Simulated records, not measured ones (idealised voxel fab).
Name of the process module below: voxel capacitor over wiring
For reference, the cross-section in this document is cut, with width 290 nm and square cells of 5 nm.
In this document a cross-section is written as a grid of square cells. It is given as a series of bands, listed from the top down, and a band is one or more rows of cells. It is stipulated that each band's entry specify, in nanometres, the height of the top of the band and then that of its bottom, followed by the materials of the band in left-to-right sequence, each together with its width in nanometres. A single material marked by the word "edge to edge" is understood to fill the band from edge to edge; the word "blank" is understood to denote empty space. Heights are expressed relative to 0, this being the level below which the as-received wafer comprises one material exclusively. The lowest band is unbounded in the downward direction and is denoted as in "0..down". Graded width ("30->40"): value in top row of band = first number; value in bottom row = second number; row-to-row change constant. Given "identical to before" for a step, no cell of the cross-section differs between before and after that step. "Voids lacking openings" - sealed voids, min. 8 cells, no opening to top; format: width x height at distance (distance from left edge; nm throughout). after a step's settings: what the simulator itself notes on the step. The optional step-line setting "overlay nm" applies to steps with a mask and quantifies how far to the right of its planned location the mask lay, a negative value indicating leftward placement. Every pair from here on: before one process step, after it. The after cross-section reaches only to the lowest band that changed. Below the pair: the step in between and its settings. Pairs can belong to different runs of this module on the same starting wafer; a pair carries on from the pair above only if the entry headed "Preceding state" says so.

Preceding state:
  40..15: blank 85, then Ru 25, then blank 70, then Ru 25, then blank 85
  15..0: SiO2 edge to edge
  0..down: Si edge to edge
  Voids lacking openings: none

State After Step:
  45..40: blank 80, then SiCN 35, then blank 60, then SiCN 35, then blank 80
  40..20: blank 80, then SiCN 5, then Ru 25, then SiCN 5, then blank 60, then SiCN 5, then Ru 25, then SiCN 5, then blank 80
  20..15: SiCN 85, then Ru 25, then SiCN 70, then Ru 25, then SiCN 85
  For the remainder of the cross-section, below 15, there is no change.
  Voids lacking openings: none
The two cross-sections above are separated by a single process step, namely CONFORMAL_DEP | material SiCN | thk nm 5

Preceding state: no separate figure, the pair right above already shows it after its step.

State After Step:
  55..45: SiO2 edge to edge
  45..40: SiO2 80, then SiCN 35, then SiO2 60, then SiCN 35, then SiO2 80
  40..20: SiO2 80, then SiCN 5, then Ru 25, then SiCN 5, then SiO2 60, then SiCN 5, then Ru 25, then SiCN 5, then SiO2 80
  For the remainder of the cross-section, below 20, there is no change.
  Voids lacking openings: none
The two cross-sections above are separated by a single process step, namely FILL_DEP | material SiO2 | thk nm 10

Preceding state: no separate figure, the pair right above already shows it after its step.

State After Step:
  40..20: SiO2 80, then SiCN 5, then Ru 25, then SiCN 5, then SiO2 60, then SiCN 5, then Ru 25, then SiCN 5, then SiO2 80
  For the remainder of the cross-section, below 20, there is no change.
  Voids lacking openings: none
The two cross-sections above are separated by a single process step, namely CMP | height nm 40

Preceding state: no separate figure, the pair right above already shows it after its step.

State After Step:
  45..40: SiCN edge to edge
  For the remainder of the cross-section, below 40, there is no change.
  Voids lacking openings: none
The two cross-sections above are separated by a single process step, namely CONFORMAL_DEP | material SiCN | thk nm 5

Preceding state: no separate figure, the pair right above already shows it after its step.

State After Step:
  60..45: SiO2 edge to edge
  For the remainder of the cross-section, below 45, there is no change.
  Voids lacking openings: none
The two cross-sections above are separated by a single process step, namely DIRECTIONAL_DEP | material SiO2 | thk nm 15

Preceding state: no separate figure, the pair right above already shows it after its step.

State After Step:
  60..45: SiO2 95, then blank 15, then SiO2 180
  For the remainder of the cross-section, below 45, there is no change.
  Voids lacking openings: none
The two cross-sections above are separated by a single process step, namely MASKED_ETCH | tone open | mask id PLUG_1 | width nm 15 | etch materials SiO2 | depth nm 15 | overlay nm 0

Preceding state: no separate figure, the pair right above already shows it after its step.

State After Step:
  60..45: SiO2 95, then blank 15, then SiO2 180
  45..40: SiCN 95, then blank 15, then SiCN 180
  For the remainder of the cross-section, below 40, there is no change.
  Voids lacking openings: none
The two cross-sections above are separated by a single process step, namely MASKED_ETCH | tone open | mask id PLUG_1 | width nm 15 | etch materials SiCN | depth nm 5 | overlay nm 0

Preceding state: no separate figure, the pair right above already shows it after its step.

State After Step:
  65..60: TiN 100, then blank 5, then TiN 185
  60..45: SiO2 95, then TiN 5, then blank 5, then TiN 5, then SiO2 180
  45..40: SiCN 95, then TiN 15, then SiCN 180
  For the remainder of the cross-section, below 40, there is no change.
  Voids lacking openings: none
The two cross-sections above are separated by a single process step, namely CONFORMAL_DEP | material TiN | thk nm 5

Preceding state: no separate figure, the pair right above already shows it after its step.

State After Step:
  70..65: W edge to edge
  65..60: TiN 100, then W 5, then TiN 185
  60..45: SiO2 95, then TiN 5, then W 5, then TiN 5, then SiO2 180
  For the remainder of the cross-section, below 45, there is no change.
  Voids lacking openings: none
The two cross-sections above are separated by a single process step, namely FILL_DEP | material W | thk nm 5

Preceding state: no separate figure, the pair right above already shows it after its step.

State After Step:
  60..45: SiO2 95, then TiN 5, then W 5, then TiN 5, then SiO2 180
  For the remainder of the cross-section, below 45, there is no change.
  Voids lacking openings: none
The two cross-sections above are separated by a single process step, namely CMP | height nm 60

Preceding state: no separate figure, the pair right above already shows it after its step.

State After Step:
  65..60: TiN edge to edge
  For the remainder of the cross-section, below 60, there is no change.
  Voids lacking openings: none
The two cross-sections above are separated by a single process step, namely DIRECTIONAL_DEP | material TiN | thk nm 5

Preceding state: no separate figure, the pair right above already shows it after its step.

State After Step:
  70..65: SiN edge to edge
  For the remainder of the cross-section, below 65, there is no change.
  Voids lacking openings: none
The two cross-sections above are separated by a single process step, namely DIRECTIONAL_DEP | material SiN | thk nm 5

Preceding state: no separate figure, the pair right above already shows it after its step.

State After Step:
  75..70: TiN edge to edge
  For the remainder of the cross-section, below 70, there is no change.
  Voids lacking openings: none
The two cross-sections above are separated by a single process step, namely DIRECTIONAL_DEP | material TiN | thk nm 5

Preceding state: no separate figure, the pair right above already shows it after its step.

State After Step:
  85..75: aC edge to edge
  For the remainder of the cross-section, below 75, there is no change.
  Voids lacking openings: none
The two cross-sections above are separated by a single process step, namely DIRECTIONAL_DEP | material aC | thk nm 10

Preceding state: no separate figure, the pair right above already shows it after its step.

State After Step:
  110..85: blank 95, then resist 75, then blank 120
  For the remainder of the cross-section, below 85, there is no change.
  Voids lacking openings: none
The two cross-sections above are separated by a single process step, namely PATTERN | tone cover | mask id UPPER_PLATE | material resist | width nm 75 | thk nm 25 | overlay nm 0

Preceding state: no separate figure, the pair right above already shows it after its step.

State After Step:
  100..85: blank 95, then resist 75, then blank 120
  85..75: blank 95, then aC 75, then blank 120
  For the remainder of the cross-section, below 75, there is no change.
  Voids lacking openings: none
The two cross-sections above are separated by a single process step, namely DIRECTIONAL_ETCH | etch materials aC | depth nm 10

Preceding state: no separate figure, the pair right above already shows it after its step.

State After Step:
  85..75: blank 95, then aC 75, then blank 120
  For the remainder of the cross-section, below 75, there is no change.
  Voids lacking openings: none
The two cross-sections above are separated by a single process step, namely STRIP | etch materials resist

Preceding state: no separate figure, the pair right above already shows it after its step.

State After Step:
  85..75: blank 95, then aC 75, then blank 120
  75..70: blank 95, then TiN 75, then blank 120
  For the remainder of the cross-section, below 70, there is no change.
  Voids lacking openings: none
The two cross-sections above are separated by a single process step, namely DIRECTIONAL_ETCH | etch materials TiN | depth nm 5

Preceding state: no separate figure, the pair right above already shows it after its step.

State After Step:
  85..75: blank 95, then aC 75, then blank 120
  75..70: blank 95, then TiN 75, then blank 120
  70..65: blank 95, then SiN 75, then blank 120
  For the remainder of the cross-section, below 65, there is no change.
  Voids lacking openings: none
The two cross-sections above are separated by a single process step, namely DIRECTIONAL_ETCH | etch materials SiN | depth nm 5

Preceding state: no separate figure, the pair right above already shows it after its step.

State After Step:
  75..70: blank 95, then TiN 75, then blank 120
  For the remainder of the cross-section, below 70, there is no change.
  Voids lacking openings: none
The two cross-sections above are separated by a single process step, namely STRIP | etch materials aC

Preceding state: no separate figure, the pair right above already shows it after its step.

State After Step:
  75..70: blank 95, then TiN 75, then blank 120
  70..65: blank 95, then SiN 75, then blank 120
  65..60: blank 90, then TiN 85, then blank 115
  For the remainder of the cross-section, below 60, there is no change.
  Voids lacking openings: none
The two cross-sections above are separated by a single process step, namely MASKED_ETCH | tone cover | mask id LOWER_PLATE | width nm 85 | etch materials TiN | depth nm 5 | overlay nm 0

Preceding state: no separate figure, the pair right above already shows it after its step.

State After Step:
  90..75: SiO2 edge to edge
  75..70: SiO2 95, then TiN 75, then SiO2 120
  70..65: SiO2 95, then SiN 75, then SiO2 120
  65..60: SiO2 90, then TiN 85, then SiO2 115
  For the remainder of the cross-section, below 60, there is no change.
  Voids lacking openings: none
The two cross-sections above are separated by a single process step, namely FILL_DEP | material SiO2 | thk nm 15

Preceding state: no separate figure, the pair right above already shows it after its step.

State After Step:
  85..75: SiO2 edge to edge
  For the remainder of the cross-section, below 75, there is no change.
  Voids lacking openings: none
The two cross-sections above are separated by a single process step, namely CMP | height nm 85

Preceding state: no separate figure, the pair right above already shows it after its step.

State After Step:
  100..85: aC edge to edge
  For the remainder of the cross-section, below 85, there is no change.
  Voids lacking openings: none
The two cross-sections above are separated by a single process step, namely DIRECTIONAL_DEP | material aC | thk nm 15

Preceding state: no separate figure, the pair right above already shows it after its step.

State After Step:
  130..100: resist 105, then blank 15, then resist 170
  For the remainder of the cross-section, below 100, there is no change.
  Voids lacking openings: none
The two cross-sections above are separated by a single process step, namely PATTERN | tone open | mask id PLUG_2 | material resist | width nm 15 | thk nm 30 | overlay nm 0

Preceding state: no separate figure, the pair right above already shows it after its step.

State After Step:
  115..100: resist 105, then blank 15, then resist 170
  100..85: aC 105, then blank 15, then aC 170
  For the remainder of the cross-section, below 85, there is no change.
  Voids lacking openings: none
The two cross-sections above are separated by a single process step, namely DIRECTIONAL_ETCH | etch materials aC | depth nm 15

Preceding state: no separate figure, the pair right above already shows it after its step.

State After Step:
  100..85: aC 105, then blank 15, then aC 170
  For the remainder of the cross-section, below 85, there is no change.
  Voids lacking openings: none
The two cross-sections above are separated by a single process step, namely STRIP | etch materials resist

Preceding state: no separate figure, the pair right above already shows it after its step.

State After Step:
  100..85: aC 105, then blank 15, then aC 170
  85..75: SiO2 105, then blank 15, then SiO2 170
  For the remainder of the cross-section, below 75, there is no change.
  Voids lacking openings: none
The two cross-sections above are separated by a single process step, namely DIRECTIONAL_ETCH | etch materials SiO2 | depth nm 10

Preceding state: no separate figure, the pair right above already shows it after its step.

State After Step:
  85..75: SiO2 105, then blank 15, then SiO2 170
  For the remainder of the cross-section, below 75, there is no change.
  Voids lacking openings: none
The two cross-sections above are separated by a single process step, namely STRIP | etch materials aC

Preceding state: no separate figure, the pair right above already shows it after its step.

State After Step:
  90..85: TiN 110, then blank 5, then TiN 175
  85..80: SiO2 105, then TiN 5, then blank 5, then TiN 5, then SiO2 170
  80..70: SiO2 105->95, then TiN 15->75, then SiO2 170->120
  For the remainder of the cross-section, below 70, there is no change.
  Voids lacking openings: none
The two cross-sections above are separated by a single process step, namely CONFORMAL_DEP | material TiN | thk nm 5

Preceding state: no separate figure, the pair right above already shows it after its step.

State After Step:
  95..90: W edge to edge
  90..85: TiN 110, then W 5, then TiN 175
  85..80: SiO2 105, then TiN 5, then W 5, then TiN 5, then SiO2 170
  For the remainder of the cross-section, below 80, there is no change.
  Voids lacking openings: none
The two cross-sections above are separated by a single process step, namely FILL_DEP | material W | thk nm 5

Preceding state: no separate figure, the pair right above already shows it after its step.

State After Step:
  85..80: SiO2 105, then TiN 5, then W 5, then TiN 5, then SiO2 170
  For the remainder of the cross-section, below 80, there is no change.
  Voids lacking openings: none
The two cross-sections above are separated by a single process step, namely CMP | height nm 85

Preceding state: no separate figure, the pair right above already shows it after its step.

State After Step:
  90..85: SiN edge to edge
  For the remainder of the cross-section, below 85, there is no change.
  Voids lacking openings: none
The two cross-sections above are separated by a single process step, namely CONFORMAL_DEP | material SiN | thk nm 5

Preceding state:
  60..45: SiO2 edge to edge
  45..40: SiCN edge to edge
  40..15: SiO2 80, then SiCN 5, then Ru 25, then SiCN 5, then SiO2 60, then SiCN 5, then Ru 25, then SiCN 5, then SiO2 80
  15..10: SiCN 85, then TiN 25, then SiCN 70, then TiN 25, then SiCN 85
  10..0: SiO2 edge to edge
  0..down: Si edge to edge
  Voids lacking openings: none

State After Step:
  60..45: blank 95, then SiO2 15, then blank 180
  For the remainder of the cross-section, below 45, there is no change.
  Voids lacking openings: none
The two cross-sections above are separated by a single process step, namely MASKED_ETCH | tone cover | mask id PLUG_1 | width nm 15 | etch materials SiO2 | depth nm 15 | overlay nm 0

Preceding state: no separate figure, the pair right above already shows it after its step.

State After Step:
  65..60: blank 90, then TiN 25, then blank 175
  60..50: blank 90, then TiN 5, then SiO2 15, then TiN 5, then blank 175
  50..45: TiN 95, then SiO2 15, then TiN 180
  For the remainder of the cross-section, below 45, there is no change.
  Voids lacking openings: none
The two cross-sections above are separated by a single process step, namely CONFORMAL_DEP | material TiN | thk nm 5

Preceding state: no separate figure, the pair right above already shows it after its step.

State After Step:
  70..65: W edge to edge
  65..60: W 90, then TiN 25, then W 175
  60..50: W 90, then TiN 5, then SiO2 15, then TiN 5, then W 175
  For the remainder of the cross-section, below 50, there is no change.
  Voids lacking openings: none
The two cross-sections above are separated by a single process step, namely FILL_DEP | material W | thk nm 5

Preceding state: no separate figure, the pair right above already shows it after its step.

State After Step:
  60..50: W 90, then TiN 5, then SiO2 15, then TiN 5, then W 175
  For the remainder of the cross-section, below 50, there is no change.
  Voids lacking openings: none
The two cross-sections above are separated by a single process step, namely CMP | height nm 60

Preceding state: no separate figure, the pair right above already shows it after its step.

State After Step:
  65..60: TiN edge to edge
  For the remainder of the cross-section, below 60, there is no change.
  Voids lacking openings: none
The two cross-sections above are separated by a single process step, namely DIRECTIONAL_DEP | material TiN | thk nm 5

Preceding state: no separate figure, the pair right above already shows it after its step.

State After Step:
  70..65: SiN edge to edge
  For the remainder of the cross-section, below 65, there is no change.
  Voids lacking openings: none
The two cross-sections above are separated by a single process step, namely DIRECTIONAL_DEP | material SiN | thk nm 5

Preceding state: no separate figure, the pair right above already shows it after its step.

State After Step:
  75..70: TiN edge to edge
  For the remainder of the cross-section, below 70, there is no change.
  Voids lacking openings: none
The two cross-sections above are separated by a single process step, namely DIRECTIONAL_DEP | material TiN | thk nm 5

Preceding state: no separate figure, the pair right above already shows it after its step.

State After Step:
  85..75: aC edge to edge
  For the remainder of the cross-section, below 75, there is no change.
  Voids lacking openings: none
The two cross-sections above are separated by a single process step, namely DIRECTIONAL_DEP | material aC | thk nm 10

Preceding state: no separate figure, the pair right above already shows it after its step.

State After Step:
  110..85: blank 95, then resist 75, then blank 120
  For the remainder of the cross-section, below 85, there is no change.
  Voids lacking openings: none
The two cross-sections above are separated by a single process step, namely PATTERN | tone cover | mask id UPPER_PLATE | material resist | width nm 75 | thk nm 25 | overlay nm 0

Preceding state: no separate figure, the pair right above already shows it after its step.

State After Step:
  100..85: blank 95, then resist 75, then blank 120
  85..75: blank 95, then aC 75, then blank 120
  For the remainder of the cross-section, below 75, there is no change.
  Voids lacking openings: none
The two cross-sections above are separated by a single process step, namely DIRECTIONAL_ETCH | etch materials aC | depth nm 10

Preceding state: no separate figure, the pair right above already shows it after its step.

State After Step:
  85..75: blank 95, then aC 75, then blank 120
  For the remainder of the cross-section, below 75, there is no change.
  Voids lacking openings: none
The two cross-sections above are separated by a single process step, namely STRIP | etch materials resist

Preceding state: no separate figure, the pair right above already shows it after its step.

State After Step:
  85..75: blank 95, then aC 75, then blank 120
  75..70: blank 95, then TiN 75, then blank 120
  For the remainder of the cross-section, below 70, there is no change.
  Voids lacking openings: none
The two cross-sections above are separated by a single process step, namely DIRECTIONAL_ETCH | etch materials TiN | depth nm 5

Preceding state: no separate figure, the pair right above already shows it after its step.

State After Step:
  85..75: blank 95, then aC 75, then blank 120
  75..70: blank 95, then TiN 75, then blank 120
  70..65: blank 95, then SiN 75, then blank 120
  For the remainder of the cross-section, below 65, there is no change.
  Voids lacking openings: none
The two cross-sections above are separated by a single process step, namely DIRECTIONAL_ETCH | etch materials SiN | depth nm 5

Preceding state: no separate figure, the pair right above already shows it after its step.

State After Step:
  75..70: blank 95, then TiN 75, then blank 120
  For the remainder of the cross-section, below 70, there is no change.
  Voids lacking openings: none
The two cross-sections above are separated by a single process step, namely STRIP | etch materials aC

Preceding state: no separate figure, the pair right above already shows it after its step.

State After Step:
  75..70: blank 95, then TiN 75, then blank 120
  70..65: blank 95, then SiN 75, then blank 120
  65..60: blank 90, then TiN 85, then blank 115
  For the remainder of the cross-section, below 60, there is no change.
  Voids lacking openings: none
The two cross-sections above are separated by a single process step, namely MASKED_ETCH | tone cover | mask id LOWER_PLATE | width nm 85 | etch materials TiN | depth nm 5 | overlay nm 0

Preceding state: no separate figure, the pair right above already shows it after its step.

State After Step:
  90..75: SiO2 edge to edge
  75..70: SiO2 95, then TiN 75, then SiO2 120
  70..65: SiO2 95, then SiN 75, then SiO2 120
  65..60: SiO2 90, then TiN 85, then SiO2 115
  For the remainder of the cross-section, below 60, there is no change.
  Voids lacking openings: none
The two cross-sections above are separated by a single process step, namely FILL_DEP | material SiO2 | thk nm 15

Preceding state: no separate figure, the pair right above already shows it after its step.

State After Step:
  85..75: SiO2 edge to edge
  For the remainder of the cross-section, below 75, there is no change.
  Voids lacking openings: none
The two cross-sections above are separated by a single process step, namely CMP | height nm 85

Preceding state: no separate figure, the pair right above already shows it after its step.

State After Step:
  100..85: aC edge to edge
  For the remainder of the cross-section, below 85, there is no change.
  Voids lacking openings: none
The two cross-sections above are separated by a single process step, namely DIRECTIONAL_DEP | material aC | thk nm 15

Preceding state: no separate figure, the pair right above already shows it after its step.

State After Step:
  130..100: resist 105, then blank 15, then resist 170
  For the remainder of the cross-section, below 100, there is no change.
  Voids lacking openings: none
The two cross-sections above are separated by a single process step, namely PATTERN | tone open | mask id PLUG_2 | material resist | width nm 15 | thk nm 30 | overlay nm 0

Preceding state: no separate figure, the pair right above already shows it after its step.

State After Step:
  115..100: resist 105, then blank 15, then resist 170
  100..85: aC 105, then blank 15, then aC 170
  For the remainder of the cross-section, below 85, there is no change.
  Voids lacking openings: none
The two cross-sections above are separated by a single process step, namely DIRECTIONAL_ETCH | etch materials aC | depth nm 15

Preceding state: no separate figure, the pair right above already shows it after its step.

State After Step:
  100..85: aC 105, then blank 15, then aC 170
  For the remainder of the cross-section, below 85, there is no change.
  Voids lacking openings: none
The two cross-sections above are separated by a single process step, namely STRIP | etch materials resist

Preceding state: no separate figure, the pair right above already shows it after its step.

State After Step:
  100..85: aC 105, then blank 15, then aC 170
  85..75: SiO2 105, then blank 15, then SiO2 170
  For the remainder of the cross-section, below 75, there is no change.
  Voids lacking openings: none
The two cross-sections above are separated by a single process step, namely DIRECTIONAL_ETCH | etch materials SiO2 | depth nm 10

Preceding state: no separate figure, the pair right above already shows it after its step.

State After Step:
  85..75: SiO2 105, then blank 15, then SiO2 170
  For the remainder of the cross-section, below 75, there is no change.
  Voids lacking openings: none
The two cross-sections above are separated by a single process step, namely STRIP | etch materials aC

Preceding state: no separate figure, the pair right above already shows it after its step.

State After Step:
  90..85: TiN 110, then blank 5, then TiN 175
  85..80: SiO2 105, then TiN 5, then blank 5, then TiN 5, then SiO2 170
  80..70: SiO2 105->95, then TiN 15->75, then SiO2 170->120
  For the remainder of the cross-section, below 70, there is no change.
  Voids lacking openings: none
The two cross-sections above are separated by a single process step, namely CONFORMAL_DEP | material TiN | thk nm 5

Preceding state: no separate figure, the pair right above already shows it after its step.

State After Step:
  95..90: W edge to edge
  90..85: TiN 110, then W 5, then TiN 175
  85..80: SiO2 105, then TiN 5, then W 5, then TiN 5, then SiO2 170
  For the remainder of the cross-section, below 80, there is no change.
  Voids lacking openings: none
The two cross-sections above are separated by a single process step, namely FILL_DEP | material W | thk nm 5

Preceding state: no separate figure, the pair right above already shows it after its step.

State After Step:
  85..80: SiO2 105, then TiN 5, then W 5, then TiN 5, then SiO2 170
  For the remainder of the cross-section, below 80, there is no change.
  Voids lacking openings: none
The two cross-sections above are separated by a single process step, namely CMP | height nm 85

Preceding state: no separate figure, the pair right above already shows it after its step.

State After Step:
  90..85: SiN edge to edge
  For the remainder of the cross-section, below 85, there is no change.
  Voids lacking openings: none
The two cross-sections above are separated by a single process step, namely CONFORMAL_DEP | material SiN | thk nm 5
